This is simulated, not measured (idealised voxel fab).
You're looking at the process module voxel tone inversion.
Cross-section cut spans 220 nm and uses square cells 5 nm in size.
In this document a cross-section is written as a grid of square cells. It is given as a series of bands, listed from the top down, and a band is one or more rows of cells.
Per band: top height and bottom height in nm, followed by the left-to-right materials and their widths in nm; "all across" marks a single material spanning edge to edge, "air" marks empty space.
Height datum 0, below which the as-received substrate wafer is one material. Lowest band open at the bottom, running downward: "0..down".
A width such as "30..40" changes by the same amount from each row of cells to the next, from the band's top row to its bottom row.
For the purposes of this document, the phrase "same as before" attached to a step denotes that no cell within the cross-section was modified by that step.
Closed empty spaces (no open way to the top) of 8 cells or more are what "Sealed-off cavities" lists, each as width x height at distance from the left edge, nm for all three.
Read whatever lies past the settings on a step's line as the simulator's own remark about the step.
overlay nm: mask right of planned place by this much (step with mask). Neg. = left.

[The steps planned for the process are as follows]
- 1: RECEIVE with material Si
- 2: CONFORMAL_DEP with material SiN, thk nm 10
- 3: DIRECTIONAL_DEP with material polySi, thk nm 25
- 4: PATTERN with tone cover, mask id POSTS, material resist, width nm 20, pitch nm 45, thk nm 30, overlay nm 0
- 5: DIRECTIONAL_ETCH with etch materials polySi, depth nm 25
- 6: STRIP with etch materials resist
- 7: FILL_DEP with material lowk, thk nm 10
- 8: CMP with height nm 35
- 9: STRIP with etch materials polySi
- 10: CONFORMAL_DEP with material TiN, thk nm 5
- 11: FILL_DEP with material Cu, thk nm 5
- 12: CMP with height nm 35
- 13: CONFORMAL_DEP with material SiCN, thk nm 5

[Wafer cross-section on receipt, i.e. after step 1]
* 0..down: Si all across
* Sealed-off cavities: none

[End-of-module XS, first of two wafers, run as planned]
* 40..35: SiCN all across
* 35..15: lowk: 30  TiN: 5  Cu: 10  TiN: 5  lowk: 25  TiN: 5  Cu: 10  TiN: 5  lowk: 25  TiN: 5  Cu: 10  TiN: 5  lowk: 25  TiN: 5  Cu: 10  TiN: 5  lowk: 35
* 15..10: lowk: 30  TiN: 20  lowk: 25  TiN: 20  lowk: 25  TiN: 20  lowk: 25  TiN: 20  lowk: 35
* 10..0: SiN all across
* 0..down: Si all across
* Sealed-off cavities: none

[Cross-sectional image of the second wafer of the two following completion of the module. Starting state and process plan were the same as for the first wafer; one execution error occurred]
* 40..35: SiCN all across
* 35..15: lowk: 25  TiN: 5  Cu: 20  TiN: 5  lowk: 15  TiN: 5  Cu: 20  TiN: 5  lowk: 15  TiN: 5  Cu: 20  TiN: 5  lowk: 15  TiN: 5  Cu: 20  TiN: 5  lowk: 30
* 15..10: lowk: 25  TiN: 30  lowk: 15  TiN: 30  lowk: 15  TiN: 30  lowk: 15  TiN: 30  lowk: 30
* 10..0: SiN all across
* 0..down: Si all across
* Sealed-off cavities: none
Where did the run depart from the plan? step 4 ran with different settings than intended, the actual operation and settings being PATTERN with tone cover, mask id POSTS, material resist, width nm 30, pitch nm 45, thk nm 30, overlay nm 0
Bottom line after processing is that, in cells, the second wafer is up or down on some materials versus the first: 32 more of Cu, 8 more of TiN, 40 fewer of lowk
